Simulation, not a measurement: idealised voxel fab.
Herein follows the process module entitled voxel wiring stack.
cross-section cut | 230 nm wide | cells 5 nm
For the purposes of this document, a cross-section shall be understood as a grid of square cells, specified as bands listed in top-to-bottom order, each band consisting of one or more rows of cells. Per band: top height and bottom height in nm, followed by the left-to-right materials and their widths in nm; "edge to edge" marks a single material spanning edge to edge, "air" marks empty space. Heights are reckoned from 0. Under this level, the received wafer is all of one material. The bottommost band is open-ended downward, for example "from 0 down". The width entry "30->40" should be interpreted row by row: the top row of cells in the band takes the first number, the bottom row takes the second number, and the change between adjacent rows is uniform throughout. "nothing changed" (step): cross-section cells unchanged, all of them. "Enclosed cavities" contains a list of empty spaces, each no smaller than 8 cells and without an open way to the top, written in the form width x height at distance with the distance from the left edge and all three in nm. Whatever follows a step's settings on its line is a remark the simulator itself makes about that step. The setting "overlay nm" may be written on the line of a step. When the step uses a mask, the value reports how far to the right of the planned place the mask lay, and a negative value reports that it lay to the left.
# Process steps - plan
- 1: RECEIVE,material Si
- 2: CONFORMAL_DEP,material SiO2,thk nm 10
- 3: DIRECTIONAL_DEP,material TiN,thk nm 5
- 4: DIRECTIONAL_DEP,material W,thk nm 20
- 5: PATTERN,tone cover,mask id METAL_1,material resist,width nm 25,pitch nm 40,thk nm 20,overlay nm 0
- 6: DIRECTIONAL_ETCH,etch materials W,depth nm 20
- 7: DIRECTIONAL_ETCH,etch materials TiN,depth nm 5
- 8: STRIP,etch materials resist
- 9: CONFORMAL_DEP,material SiN,thk nm 5
- 10: FILL_DEP,material SiO2,thk nm 10
- 11: CMP,height nm 35
- 12: CONFORMAL_DEP,material SiCN,thk nm 5
- 13: DIRECTIONAL_DEP,material lowk,thk nm 15
- 14: MASKED_ETCH,tone open,mask id PLUG_1,width nm 15,pitch nm 80,etch materials lowk,depth nm 15,overlay nm 0
- 15: MASKED_ETCH,tone open,mask id PLUG_1,width nm 15,pitch nm 80,etch materials SiCN,depth nm 5,overlay nm 0
- 16: EPI,material Ru,thk nm 10
- 17: EPI,material Ru,thk nm 10
- 18: DIRECTIONAL_DEP,material TiN,thk nm 5
- 19: DIRECTIONAL_DEP,material Ru,thk nm 15
- 20: DIRECTIONAL_DEP,material aC,thk nm 10
- 21: PATTERN,tone cover,mask id METAL_2,material resist,width nm 25,pitch nm 40,thk nm 30,overlay nm 0
- 22: DIRECTIONAL_ETCH,etch materials aC,depth nm 10
- 23: STRIP,etch materials resist
- 24: DIRECTIONAL_ETCH,etch materials Ru,depth nm 15
- 25: DIRECTIONAL_ETCH,etch materials TiN,depth nm 5
- 26: STRIP,etch materials aC
- 27: CONFORMAL_DEP,material SiCN,thk nm 5
- 28: FILL_DEP,material lowk,thk nm 5
- 29: CMP,height nm 75
- 30: CONFORMAL_DEP,material SiCN,thk nm 5
- 31: DIRECTIONAL_DEP,material SiO2,thk nm 35
- 32: MASKED_ETCH,tone open,mask id METAL_3_HOLES,width nm 15,pitch nm 40,etch materials SiO2,depth nm 35,overlay nm 0
- 33: DIRECTIONAL_DEP,material aC,thk nm 15
- 34: PATTERN,tone open,mask id METAL_3,material resist,width nm 25,pitch nm 40,thk nm 30,overlay nm 0
- 35: DIRECTIONAL_ETCH,etch materials aC,depth nm 15
- 36: STRIP,etch materials resist
- 37: DIRECTIONAL_ETCH,etch materials SiO2,depth nm 20
- 38: DIRECTIONAL_ETCH,etch materials SiCN,depth nm 5
- 39: STRIP,etch materials aC
- 40: CONFORMAL_DEP,material TiN,thk nm 5
- 41: FILL_DEP,material Cu,thk nm 10
- 42: CMP,height nm 115
- 43: CONFORMAL_DEP,material SiCN,thk nm 5
- 44: DIRECTIONAL_DEP,material lowk,thk nm 25
- 45: DIRECTIONAL_DEP,material aC,thk nm 15
- 46: PATTERN,tone open,mask id METAL_4_HOLES,material resist,width nm 15,pitch nm 40,thk nm 35,overlay nm 0
- 47: DIRECTIONAL_ETCH,etch materials aC,depth nm 15
- 48: STRIP,etch materials resist
- 49: DIRECTIONAL_ETCH,etch materials lowk,depth nm 25
- 50: STRIP,etch materials aC
- 51: MASKED_ETCH,tone open,mask id METAL_4,width nm 25,pitch nm 40,etch materials lowk,depth nm 15,overlay nm 0
- 52: MASKED_ETCH,tone open,mask id METAL_4,width nm 25,pitch nm 40,etch materials SiCN,depth nm 5,overlay nm 0
- 53: CONFORMAL_DEP,material TiN,thk nm 5
- 54: FILL_DEP,material Ru,thk nm 10
- 55: CMP,height nm 145
- 56: CONFORMAL_DEP,material SiCN,thk nm 5
# Step 1 complete: cross-section of the wafer as received
* from 0 down  Si edge to edge
* Enclosed cavities: none
# Cross-sectional result after module completion. Note: starting condition and plan are unchanged from above; one processing mistake was made
* from 150 to 145  SiCN edge to edge
* from 145 to 135  lowk 60; TiN 5; Ru 15; TiN 5; lowk 15; TiN 5; Ru 15; TiN 5; lowk 15; TiN 5; Ru 15; TiN 5; lowk 65
* from 135 to 130  lowk 60; TiN 5; Ru 5; TiN 15; lowk 15; TiN 5; Ru 5; TiN 15; lowk 15; TiN 5; Ru 5; TiN 15; lowk 65
* from 130 to 120  lowk 60; TiN 5; Ru 5; TiN 5; lowk 25; TiN 5; Ru 5; TiN 5; lowk 25; TiN 5; Ru 5; TiN 5; lowk 75
* from 120 to 115  SiCN 60; TiN 15; SiCN 25; TiN 15; SiCN 25; TiN 15; SiCN 75
* from 115 to 100  SiO2 60; TiN 5; Cu 15; TiN 5; SiO2 15; TiN 5; Cu 15; TiN 5; SiO2 15; TiN 5; Cu 15; TiN 5; SiO2 65
* from 100 to 95  SiO2 60; TiN 5; Cu 5; TiN 15; SiO2 15; TiN 5; Cu 5; TiN 15; SiO2 15; TiN 5; Cu 5; TiN 15; SiO2 65
* from 95 to 80  SiO2 60; TiN 5; Cu 5; TiN 5; SiO2 25; TiN 5; Cu 5; TiN 5; SiO2 25; TiN 5; Cu 5; TiN 5; SiO2 75
* from 80 to 70  SiCN 60->75; TiN 15->10; SiCN 25->15; TiN 15->25; SiCN 25->30; TiN 15->10; SiCN 75->65
* from 70 to 55  lowk 60; Ru 15; lowk 65; Ru 15; lowk 75
* from 55 to 50  SiCN 60; TiN 15; SiCN 65; TiN 15; SiCN 75
* from 50 to 40  SiO2 edge to edge
* from 40 to 35  SiO2 55; SiN 35; SiO2 5; SiN 35; SiO2 5; SiN 35; SiO2 60
* from 35 to 15  SiO2 55; SiN 5; W 25; SiN 5; SiO2 5; SiN 5; W 25; SiN 5; SiO2 5; SiN 5; W 25; SiN 5; SiO2 60
* from 15 to 10  SiN 60; TiN 25; SiN 15; TiN 25; SiN 15; TiN 25; SiN 65
* from 10 to 0  SiO2 edge to edge
* from 0 down  Si edge to edge
* Enclosed cavities: none
It is concluded that the wafer was processed incorrectly with respect to the plan, in that skipped: plan step 11 (never run)
